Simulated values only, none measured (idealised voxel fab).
Documented hereafter: the process module known as voxel transistor to metal.
For reference, the cross-section in this document is cut, with width 140 nm and square cells of 5 nm.
If you're reading a cross-section in this doc, picture square cells in a grid; it comes to you as bands, top ones listed first down to the bottom, and a band can be one or more rows of cells.
Within each band entry, the heights of the top and of the bottom of the band appear first, in that order and in nm; the materials of the band then follow from left to right, each with its corresponding width in nm. The designation "throughout" on a single material indicates that it fills the band from edge to edge; the designation "empty" indicates empty space.
Ref level 0: as-received wafer is one material below here. Bottom band extends down with no lower bound ("from 0 down").
A width given as "30..40" starts at the first number in the band's top row and ends at the second number in its bottom row, shifting by an equal amount at every step from row to row.
No cell of the cross-section changed in a step that is given as "no change occurred".
The entry "Unvented cavities" lists the empty spaces that cover at least 8 cells and have no open path to the top. Each is written as width x height at distance, where the distance is measured from the left edge and all three values are in nm.
That trailing text on a step's line, after the settings, is the simulator's own remark on the step.
overlay nm, on a step with a mask: how far to the right of its planned place the mask lay; to the left if negative
-- Process steps - plan
| 1 | RECEIVE (material Si) |
| 2 | OXIDIZE (depth nm 5) |
| 3 | CONFORMAL_DEP (material SiN; thk nm 15) |
| 4 | DIRECTIONAL_DEP (material aC; thk nm 15) |
| 5 | PATTERN (tone cover; mask id ACTIVE; material resist; width nm 105; thk nm 30; overlay nm 0) |
| 6 | DIRECTIONAL_ETCH (etch materials aC; depth nm 15) |
| 7 | STRIP (etch materials resist) |
| 8 | DIRECTIONAL_ETCH (etch materials SiN; depth nm 15) |
| 9 | DIRECTIONAL_ETCH (etch materials SiO2; depth nm 5) |
| 10 | DIRECTIONAL_ETCH (etch materials Si; depth nm 20) |
| 11 | STRIP (etch materials aC) |
| 12 | OXIDIZE (depth nm 5) |
| 13 | FILL_DEP (material SiO2; thk nm 5) |
| 14 | CMP (height nm 15) |
| 15 | SELECTIVE_ETCH (etch materials SiO2; depth nm 10) |
| 16 | STRIP (etch materials SiN) |
| 17 | SELECTIVE_ETCH (etch materials SiO2; depth nm 5) |
| 18 | OXIDIZE (depth nm 5) |
| 19 | DIRECTIONAL_DEP (material polySi; thk nm 30) |
| 20 | DIRECTIONAL_DEP (material SiCN; thk nm 15) |
| 21 | PATTERN (tone cover; mask id GATE; material resist; width nm 25; thk nm 20; overlay nm 0) |
| 22 | DIRECTIONAL_ETCH (etch materials SiCN; depth nm 25) |
| 23 | DIRECTIONAL_ETCH (etch materials polySi; depth nm 40) |
| 24 | STRIP (etch materials resist) |
| 25 | CONFORMAL_DEP (material SiN; thk nm 5) |
| 26 | DIRECTIONAL_ETCH (etch materials SiN; depth nm 5) |
| 27 | DIRECTIONAL_ETCH (etch materials SiO2; depth nm 5) |
| 28 | DIRECTIONAL_ETCH (etch materials Si; depth nm 15) |
| 29 | EPI (material nSi; thk nm 15) |
| 30 | FILL_DEP (material SiO2; thk nm 5) |
| 31 | CMP (height nm 40) |
| 32 | DIRECTIONAL_DEP (material SiO2; thk nm 10) |
| 33 | MASKED_ETCH (tone open; mask id CONTACT; width nm 20; pitch nm 75; etch materials SiO2; depth nm 60; overlay nm 0) |
| 34 | CONFORMAL_DEP (material TiN; thk nm 5) |
| 35 | FILL_DEP (material Ru; thk nm 5) |
| 36 | CMP (height nm 50) |
| 37 | DIRECTIONAL_DEP (material TiN; thk nm 5) |
| 38 | DIRECTIONAL_DEP (material Ru; thk nm 20) |
| 39 | DIRECTIONAL_DEP (material aC; thk nm 15) |
| 40 | PATTERN (tone cover; mask id METAL_1; material resist; width nm 20; pitch nm 75; thk nm 35; overlay nm 0) |
| 41 | DIRECTIONAL_ETCH (etch materials aC; depth nm 15) |
| 42 | STRIP (etch materials resist) |
| 43 | DIRECTIONAL_ETCH (etch materials Ru; depth nm 20) |
| 44 | DIRECTIONAL_ETCH (etch materials TiN; depth nm 5) |
| 45 | STRIP (etch materials aC) |
| 46 | CONFORMAL_DEP (material SiCN; thk nm 5) |
| 47 | FILL_DEP (material lowk; thk nm 10) |
| 48 | CMP (height nm 75) |
| 49 | CONFORMAL_DEP (material SiN; thk nm 5) |
-- As received (post step 1): cross-section
from 0 down: Si throughout
Unvented cavities: none
-- End-of-module cross-section of the first of two wafers, processed as planned
from 80 to 75: SiN throughout
from 75 to 55: 15 of lowk  5 of SiCN  20 of Ru  5 of SiCN  45 of lowk  5 of SiCN  20 of Ru  5 of SiCN  20 of lowk
from 55 to 50: 20 of SiCN  20 of TiN  55 of SiCN  20 of TiN  25 of SiCN
from 50 to 40: 20 of SiO2  5 of TiN  10 of Ru  5 of TiN  55 of SiO2  5 of TiN  10 of Ru  5 of TiN  25 of SiO2
from 40 to 25: 20 of SiO2  5 of TiN  10 of Ru  5 of TiN  10 of SiO2  5 of SiN  25 of SiCN  5 of SiN  10 of SiO2  5 of TiN  10 of Ru  5 of TiN  25 of SiO2
from 25 to 10: 20 of SiO2  5 of TiN  10 of Ru  5 of TiN  10 of SiO2  5 of SiN  25 of polySi  5 of SiN  10 of SiO2  5 of TiN  10 of Ru  5 of TiN  25 of SiO2
from 10 to 5: 20 of SiO2  5 of TiN  5 of Ru  10 of TiN  10 of SiO2  5 of SiN  25 of polySi  5 of SiN  10 of SiO2  10 of TiN  5 of Ru  5 of TiN  25 of SiO2
from 5 to 0: 20 of SiO2  5 of TiN  5 of Ru  5 of TiN  15 of nSi  5 of SiN  25 of polySi  5 of SiN  15 of nSi  5 of TiN  5 of Ru  5 of TiN  25 of SiO2
from 0 to -5: 10 of SiO2  5 of SiN  5 of SiO2  5 of TiN  5 of Ru  5 of TiN  15 of nSi  5 of SiN  25 of polySi  5 of SiN  15 of nSi  5 of TiN  5 of Ru  5 of TiN  5 of SiO2  5 of SiN  15 of SiO2
from -5 to -10: 20 of SiO2  15 of TiN  15 of nSi  35 of SiO2  15 of nSi  15 of TiN  25 of SiO2
from -10 to -25: 20 of SiO2  30 of nSi  35 of Si  30 of nSi  25 of SiO2
from -25 to -30: 20 of SiO2  95 of Si  25 of SiO2
from -30 down: Si throughout
Unvented cavities: none
-- End of module, second wafer, cross-section. Started like the first, planned like the first, run with one mistake
from 80 to 75: SiN throughout
from 75 to 55: 15 of lowk  5 of SiCN  20 of Ru  5 of SiCN  45 of lowk  5 of SiCN  20 of Ru  5 of SiCN  20 of lowk
from 55 to 50: 20 of SiCN  20 of TiN  55 of SiCN  20 of TiN  25 of SiCN
from 50 to 40: 20 of SiO2  5 of TiN  10 of Ru  5 of TiN  55 of SiO2  5 of TiN  10 of Ru  5 of TiN  25 of SiO2
from 40 to 30: 20 of SiO2  5 of TiN  10 of Ru  5 of TiN  10 of SiO2  5 of SiN  25 of SiCN  5 of SiN  10 of SiO2  5 of TiN  10 of Ru  5 of TiN  25 of SiO2
from 30 to 25: 15 of SiN  5 of SiO2  20 of TiN  10 of SiO2  5 of SiN  25 of SiCN  5 of SiN  10 of SiO2  20 of TiN  5 of SiO2  20 of SiN
from 25 to 0: SiN throughout
from 0 to -5: 10 of SiO2  115 of SiN  15 of SiO2
from -5 to -10: SiO2 throughout
from -10 to -30: 20 of SiO2  95 of Si  25 of SiO2
from -30 down: Si throughout
Unvented cavities: none
Against the plan, the run slipped here: step 19 was processed under conditions differing from the plan, specifically as DIRECTIONAL_DEP (material SiN; thk nm 30)
Final cells, second wafer relative to first, materials higher or lower: 22 fewer of Ru, 36 more of Si, 156 more of SiN, 58 fewer of SiO2, 28 fewer of TiN, 54 fewer of nSi, 30 fewer of polySi
